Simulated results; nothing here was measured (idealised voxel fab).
voxel lift off: a process module
Cross-sectional view cut (width: 270 nm; square cell size: 5 nm).
Each cross-section below is a grid of square cells, stated as bands in top-down order, with one or more rows of cells making up each band. Quick guide to a band line: top height, bottom height (nm) up front; then every material left to right with its width in nm. Only one material and it's marked "all across"? Then it fills the band edge to edge. And "air" just means empty space. All heights in this document are referenced to 0, defined as the level beneath which the wafer, as received, consists entirely of one material. The lowest band is not bounded below; it extends indefinitely downward and is written in the form "0..down". A width given as "30 to 40" starts at the first number in the band's top row and ends at the second number in its bottom row, shifting by an equal amount at every step from row to row. "nothing changed", as given for a step, is the statement that not any cell of the cross-section underwent a change during that step. Closed-off voids of 8+ cells (no open route to the top) go in "Voids, sealed", written width x height at distance from the left edge, in nm. Heads up: the bit after the settings on a step's line is the simulator's remark on that step. overlay nm: right-of-plan distance of the mask on a masked step; negative values mean left-of-plan. Reading key. Pairs: pre-step and post-step cross-section, one process step apart; post-step view only to lowest changed band. Step between + settings: beneath pair. Runs: pairs may be from different runs of this module, same starting wafer. Continuation from pair above: only where "Status before step" entry says.
Status before step:
	0..down | Si all across
	Voids, sealed: none
Post-Process View:
	5..0 | SiO2 all across
	Heights below 0 show no change.
	Voids, sealed: none
Between the two cross-sections you see above, the step is CONFORMAL_DEP, material SiO2, thk nm 5
Status before step: after-state, pair directly above.
Post-Process View:
	35..5 | resist (80), air (15), resist (30), air (15), resist (30), air (15), resist (85)
	Heights below 5 show no change.
	Voids, sealed: none
Between the two cross-sections you see above, the step is PATTERN, tone open, mask id LINES, material resist, width nm 15, pitch nm 45, thk nm 30, overlay nm 0
Status before step: after-state, pair directly above.
Post-Process View:
	50..35 | Ru (80), air (15), Ru (30), air (15), Ru (30), air (15), Ru (85)
	35..20 | resist (80), air (15), resist (30), air (15), resist (30), air (15), resist (85)
	20..5 | resist (80), Ru (15), resist (30), Ru (15), resist (30), Ru (15), resist (85)
	Heights below 5 show no change.
	Voids, sealed: none
Between the two cross-sections you see above, the step is DIRECTIONAL_DEP, material Ru, thk nm 15
Status before step: after-state, pair directly above.
Post-Process View:
	20..5 | air (80), Ru (15), air (30), Ru (15), air (30), Ru (15), air (85)
	Heights below 5 show no change.
	Voids, sealed: none
Between the two cross-sections you see above, the step is STRIP, etch materials resist
Status before step: after-state, pair directly above.
Post-Process View:
	25..20 | air (75), SiCN (25), air (20), SiCN (25), air (20), SiCN (25), air (80)
	20..10 | air (75), SiCN (5), Ru (15), SiCN (5), air (20), SiCN (5), Ru (15), SiCN (5), air (20), SiCN (5), Ru (15), SiCN (5), air (80)
	10..5 | SiCN (80), Ru (15), SiCN (30), Ru (15), SiCN (30), Ru (15), SiCN (85)
	Heights below 5 show no change.
	Voids, sealed: none
Between the two cross-sections you see above, the step is CONFORMAL_DEP, material SiCN, thk nm 5
Status before step:
	0..down | Si all across
	Voids, sealed: none
Post-Process View:
	30..0 | resist (80), air (15), resist (30), air (15), resist (30), air (15), resist (85)
	Heights below 0 show no change.
	Voids, sealed: none
Between the two cross-sections you see above, the step is PATTERN, tone open, mask id LINES, material resist, width nm 15, pitch nm 45, thk nm 30, overlay nm 0
Status before step: after-state, pair directly above.
Post-Process View:
	45..30 | Ru (80), air (15), Ru (30), air (15), Ru (30), air (15), Ru (85)
	30..15 | resist (80), air (15), resist (30), air (15), resist (30), air (15), resist (85)
	15..0 | resist (80), Ru (15), resist (30), Ru (15), resist (30), Ru (15), resist (85)
	Heights below 0 show no change.
	Voids, sealed: none
Between the two cross-sections you see above, the step is DIRECTIONAL_DEP, material Ru, thk nm 15
Status before step: after-state, pair directly above.
Post-Process View:
	15..0 | air (80), Ru (15), air (30), Ru (15), air (30), Ru (15), air (85)
	Heights below 0 show no change.
	Voids, sealed: none
Between the two cross-sections you see above, the step is STRIP, etch materials resist
Status before step: after-state, pair directly above.
Post-Process View:
	20..15 | air (75), SiCN (25), air (20), SiCN (25), air (20), SiCN (25), air (80)
	15..5 | air (75), SiCN (5), Ru (15), SiCN (5), air (20), SiCN (5), Ru (15), SiCN (5), air (20), SiCN (5), Ru (15), SiCN (5), air (80)
	5..0 | SiCN (80), Ru (15), SiCN (30), Ru (15), SiCN (30), Ru (15), SiCN (85)
	Heights below 0 show no change.
	Voids, sealed: none
Between the two cross-sections you see above, the step is CONFORMAL_DEP, material SiCN, thk nm 5
Status before step:
	35..5 | resist (80), air (15), resist (30), air (15), resist (30), air (15), resist (85)
	5..0 | SiO2 all across
	0..down | Si all across
	Voids, sealed: none
Post-Process View:
	40..35 | Ru (80), air (15), Ru (30), air (15), Ru (30), air (15), Ru (85)
	35..10 | resist (80), air (15), resist (30), air (15), resist (30), air (15), resist (85)
	10..5 | resist (80), Ru (15), resist (30), Ru (15), resist (30), Ru (15), resist (85)
	Heights below 5 show no change.
	Voids, sealed: none
Between the two cross-sections you see above, the step is DIRECTIONAL_DEP, material Ru, thk nm 5
Status before step: after-state, pair directly above.
Post-Process View:
	10..5 | air (80), Ru (15), air (30), Ru (15), air (30), Ru (15), air (85)
	Heights below 5 show no change.
	Voids, sealed: none
Between the two cross-sections you see above, the step is STRIP, etch materials resist
Status before step: after-state, pair directly above.
Post-Process View:
	15..10 | air (75), SiCN (25), air (20), SiCN (25), air (20), SiCN (25), air (80)
	10..5 | SiCN (80), Ru (15), SiCN (30), Ru (15), SiCN (30), Ru (15), SiCN (85)
	Heights below 5 show no change.
	Voids, sealed: none
Between the two cross-sections you see above, the step is CONFORMAL_DEP, material SiCN, thk nm 5
Status before step:
	5..0 | SiO2 all across
	0..down | Si all across
	Voids, sealed: none
Post-Process View:
	35..5 | resist (75), air (25), resist (20), air (25), resist (20), air (25), resist (80)
	Heights below 5 show no change.
	Voids, sealed: none
Between the two cross-sections you see above, the step is PATTERN, tone open, mask id LINES, material resist, width nm 25, pitch nm 45, thk nm 30, overlay nm 0
Status before step: after-state, pair directly above.
Post-Process View:
	50..35 | Ru (75), air (25), Ru (20), air (25), Ru (20), air (25), Ru (80)
	35..20 | resist (75), air (25), resist (20), air (25), resist (20), air (25), resist (80)
	20..5 | resist (75), Ru (25), resist (20), Ru (25), resist (20), Ru (25), resist (80)
	Heights below 5 show no change.
	Voids, sealed: none
Between the two cross-sections you see above, the step is DIRECTIONAL_DEP, material Ru, thk nm 15
Status before step: after-state, pair directly above.
Post-Process View:
	20..5 | air (75), Ru (25), air (20), Ru (25), air (20), Ru (25), air (80)
	Heights below 5 show no change.
	Voids, sealed: none
Between the two cross-sections you see above, the step is STRIP, etch materials resist
Status before step: after-state, pair directly above.
Post-Process View:
	25..20 | air (70), SiCN (35), air (10), SiCN (35), air (10), SiCN (35), air (75)
	20..10 | air (70), SiCN (5), Ru (25), SiCN (5), air (10), SiCN (5), Ru (25), SiCN (5), air (10), SiCN (5), Ru (25), SiCN (5), air (75)
	10..5 | SiCN (75), Ru (25), SiCN (20), Ru (25), SiCN (20), Ru (25), SiCN (80)
	Heights below 5 show no change.
	Voids, sealed: none
Between the two cross-sections you see above, the step is CONFORMAL_DEP, material SiCN, thk nm 5
Status before step:
	5..0 | SiO2 all across
	0..down | Si all across
	Voids, sealed: none
Post-Process View:
	35..5 | resist (85), air (15), resist (30), air (15), resist (30), air (15), resist (80)
	Heights below 5 show no change.
	Voids, sealed: none
Between the two cross-sections you see above, the step is PATTERN, tone open, mask id LINES, material resist, width nm 15, pitch nm 45, thk nm 30, overlay nm 5
Status before step: after-state, pair directly above.
Post-Process View:
	50..35 | Ru (85), air (15), Ru (30), air (15), Ru (30), air (15), Ru (80)
	35..20 | resist (85), air (15), resist (30), air (15), resist (30), air (15), resist (80)
	20..5 | resist (85), Ru (15), resist (30), Ru (15), resist (30), Ru (15), resist (80)
	Heights below 5 show no change.
	Voids, sealed: none
Between the two cross-sections you see above, the step is DIRECTIONAL_DEP, material Ru, thk nm 15
Status before step: after-state, pair directly above.
Post-Process View:
	20..5 | air (85), Ru (15), air (30), Ru (15), air (30), Ru (15), air (80)
	Heights below 5 show no change.
	Voids, sealed: none
Between the two cross-sections you see above, the step is STRIP, etch materials resist
Status before step: after-state, pair directly above.
Post-Process View:
	25..20 | air (80), SiCN (25), air (20), SiCN (25), air (20), SiCN (25), air (75)
	20..10 | air (80), SiCN (5), Ru (15), SiCN (5), air (20), SiCN (5), Ru (15), SiCN (5), air (20), SiCN (5), Ru (15), SiCN (5), air (75)
	10..5 | SiCN (85), Ru (15), SiCN (30), Ru (15), SiCN (30), Ru (15), SiCN (80)
	Heights below 5 show no change.
	Voids, sealed: none
Between the two cross-sections you see above, the step is CONFORMAL_DEP, material SiCN, thk nm 5
Status before step:
	35..5 | resist (80), air (15), resist (30), air (15), resist (30), air (15), resist (85)
	5..0 | SiO2 all across
	0..down | Si all across
	Voids, sealed: none
Post-Process View:
	50..35 | SiCN (80), air (15), SiCN (30), air (15), SiCN (30), air (15), SiCN (85)
	35..20 | resist (80), air (15), resist (30), air (15), resist (30), air (15), resist (85)
	20..5 | resist (80), SiCN (15), resist (30), SiCN (15), resist (30), SiCN (15), resist (85)
	Heights below 5 show no change.
	Voids, sealed: none
Between the two cross-sections you see above, the step is DIRECTIONAL_DEP, material SiCN, thk nm 15
Status before step: after-state, pair directly above.
Post-Process View:
	20..5 | air (80), SiCN (15), air (30), SiCN (15), air (30), SiCN (15), air (85)
	Heights below 5 show no change.
	Voids, sealed: none
Between the two cross-sections you see above, the step is STRIP, etch materials resist
Status before step: after-state, pair directly above.
Post-Process View:
	25..10 | air (75), SiCN (25), air (20), SiCN (25), air (20), SiCN (25), air (80)
	10..5 | SiCN all across
	Heights below 5 show no change.
	Voids, sealed: none
Between the two cross-sections you see above, the step is CONFORMAL_DEP, material SiCN, thk nm 5
Status before step:
	5..0 | SiO2 all across
	0..down | Si all across
	Voids, sealed: none
Post-Process View:
	35..5 | air (80), resist (15), air (30), resist (15), air (30), resist (15), air (85)
	Heights below 5 show no change.
	Voids, sealed: none
Between the two cross-sections you see above, the step is PATTERN, tone cover, mask id LINES, material resist, width nm 15, pitch nm 45, thk nm 30, overlay nm 0
Status before step: after-state, pair directly above.
Post-Process View:
	50..35 | air (80), Ru (15), air (30), Ru (15), air (30), Ru (15), air (85)
	35..20 | air (80), resist (15), air (30), resist (15), air (30), resist (15), air (85)
	20..5 | Ru (80), resist (15), Ru (30), resist (15), Ru (30), resist (15), Ru (85)
	Heights below 5 show no change.
	Voids, sealed: none
Between the two cross-sections you see above, the step is DIRECTIONAL_DEP, material Ru, thk nm 15
Status before step: after-state, pair directly above.
Post-Process View:
	20..5 | Ru (80), air (15), Ru (30), air (15), Ru (30), air (15), Ru (85)
	Heights below 5 show no change.
	Voids, sealed: none
Between the two cross-sections you see above, the step is STRIP, etch materials resist
Status before step: after-state, pair directly above.
Post-Process View:
	25..20 | SiCN (85), air (5), SiCN (40), air (5), SiCN (40), air (5), SiCN (90)
	20..10 | Ru (80), SiCN (5), air (5), SiCN (5), Ru (30), SiCN (5), air (5), SiCN (5), Ru (30), SiCN (5), air (5), SiCN (5), Ru (85)
	10..5 | Ru (80), SiCN (15), Ru (30), SiCN (15), Ru (30), SiCN (15), Ru (85)
	Heights below 5 show no change.
	Voids, sealed: none
Between the two cross-sections you see above, the step is CONFORMAL_DEP, material SiCN, thk nm 5
